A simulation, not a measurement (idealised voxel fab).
Proc. module: voxel capacitor over wiring
Cross-sectional view cut (width: 245 nm; square cell size: 5 nm).
Reading order for cross-sections: top band down to bottom band. Underlying form: a grid of square cells. Band size: one or more rows of cells.
A band entry consists of two parts. The first gives the height of the band's top and the height of its bottom, in nm. The rest lists the band's materials from left to right, each with its width in nm. A single material labelled with the word "everywhere" fills the band from edge to edge, and the word "air" marks empty space.
The reference from which all heights are counted is 0, the level beneath which the as-received wafer is entirely one material; the lowest band, having no lower bound, proceeds downward and is written after the example "0 down".
Width "30..40": first value at the band's top row of cells, second value at its bottom row, equal change from row to row.
Basically "no change occurred" means that step didn't change any cell in the cross-section.
Basically, "Trapped cavities" tells you about the enclosed voids: empty spaces with no open way to the top, 8 cells or bigger, each written width x height at distance, where distance is from the left edge, all in nm.
Heads up: the bit after the settings on a step's line is the simulator's remark on that step.
The optional step-line setting "overlay nm" applies to steps with a mask and quantifies how far to the right of its planned location the mask lay, a negative value indicating leftward placement.

**Intended process steps**
step 1: RECEIVE,material Si
step 2: CONFORMAL_DEP,material SiO2,thk nm 15
step 3: CONFORMAL_DEP,material SiN,thk nm 5
step 4: DIRECTIONAL_DEP,material SiO2,thk nm 25
step 5: DIRECTIONAL_DEP,material aC,thk nm 10
step 6: PATTERN,tone open,mask id METAL_1,material resist,width nm 30,pitch nm 95,thk nm 30,overlay nm 0
step 7: DIRECTIONAL_ETCH,etch materials aC,depth nm 10
step 8: STRIP,etch materials resist
step 9: DIRECTIONAL_ETCH,etch materials SiO2,depth nm 25
step 10: DIRECTIONAL_ETCH,etch materials SiN,depth nm 5
step 11: STRIP,etch materials aC
step 12: CONFORMAL_DEP,material TiN,thk nm 5
step 13: FILL_DEP,material Cu,thk nm 10
step 14: CMP,height nm 45
step 15: CONFORMAL_DEP,material SiCN,thk nm 5
step 16: DIRECTIONAL_DEP,material SiO2,thk nm 15
step 17: PATTERN,tone open,mask id PLUG_1,material resist,width nm 15,thk nm 20,overlay nm 0
step 18: DIRECTIONAL_ETCH,etch materials SiO2,depth nm 15
step 19: DIRECTIONAL_ETCH,etch materials SiCN,depth nm 5
step 20: STRIP,etch materials resist
step 21: CONFORMAL_DEP,material TiN,thk nm 5
step 22: FILL_DEP,material Cu,thk nm 10
step 23: CMP,height nm 65
step 24: DIRECTIONAL_DEP,material TiN,thk nm 10
step 25: DIRECTIONAL_DEP,material HfO2,thk nm 5
step 26: DIRECTIONAL_DEP,material TiN,thk nm 5
step 27: PATTERN,tone cover,mask id UPPER_PLATE,material resist,width nm 70,thk nm 15,overlay nm 0
step 28: DIRECTIONAL_ETCH,etch materials TiN,depth nm 5
step 29: DIRECTIONAL_ETCH,etch materials HfO2,depth nm 5
step 30: STRIP,etch materials resist
step 31: DIRECTIONAL_DEP,material aC,thk nm 10
step 32: PATTERN,tone cover,mask id LOWER_PLATE,material resist,width nm 80,thk nm 30,overlay nm 0
step 33: DIRECTIONAL_ETCH,etch materials aC,depth nm 10
step 34: STRIP,etch materials resist
step 35: DIRECTIONAL_ETCH,etch materials TiN,depth nm 10
step 36: STRIP,etch materials aC
step 37: FILL_DEP,material SiO2,thk nm 15
step 38: CMP,height nm 95
step 39: DIRECTIONAL_DEP,material aC,thk nm 15
step 40: PATTERN,tone open,mask id PLUG_2,material resist,width nm 15,thk nm 35,overlay nm 0
step 41: DIRECTIONAL_ETCH,etch materials aC,depth nm 15
step 42: STRIP,etch materials resist
step 43: DIRECTIONAL_ETCH,etch materials SiO2,depth nm 10
step 44: STRIP,etch materials aC
step 45: CONFORMAL_DEP,material TiN,thk nm 5
step 46: FILL_DEP,material W,thk nm 10
step 47: CMP,height nm 95
step 48: CONFORMAL_DEP,material SiN,thk nm 5

**The cross-section here shows the wafer as received, i.e. in its state after step 1**
- 0 down = Si everywhere
- Trapped cavities: none

**Cross-section at module end, one run error; start and plan unchanged from above**
- 100 to 95 = SiN everywhere
- 95 to 90 = SiO2=85  TiN=5  W=5  TiN=5  SiO2=145
- 90 to 80 = SiO2=85..75  TiN=15..70  SiO2=145..100
- 80 to 75 = SiO2 everywhere
- 75 to 65 = TiN everywhere
- 65 to 50 = SiO2=75  TiN=5  Cu=5  TiN=5  SiO2=155
- 50 to 45 = SiCN=75  TiN=15  SiCN=155
- 45 to 20 = SiO2=60  TiN=5  Cu=20  TiN=5  SiO2=65  TiN=5  Cu=20  TiN=5  SiO2=60
- 20 to 15 = SiN=60  TiN=30  SiN=65  TiN=30  SiN=60
- 15 to 0 = SiO2 everywhere
- 0 down = Si everywhere
- Trapped cavities: none
Processing error: in deviation from the planned setting, step 25 was conducted as DIRECTIONAL_DEP,material SiO2,thk nm 5
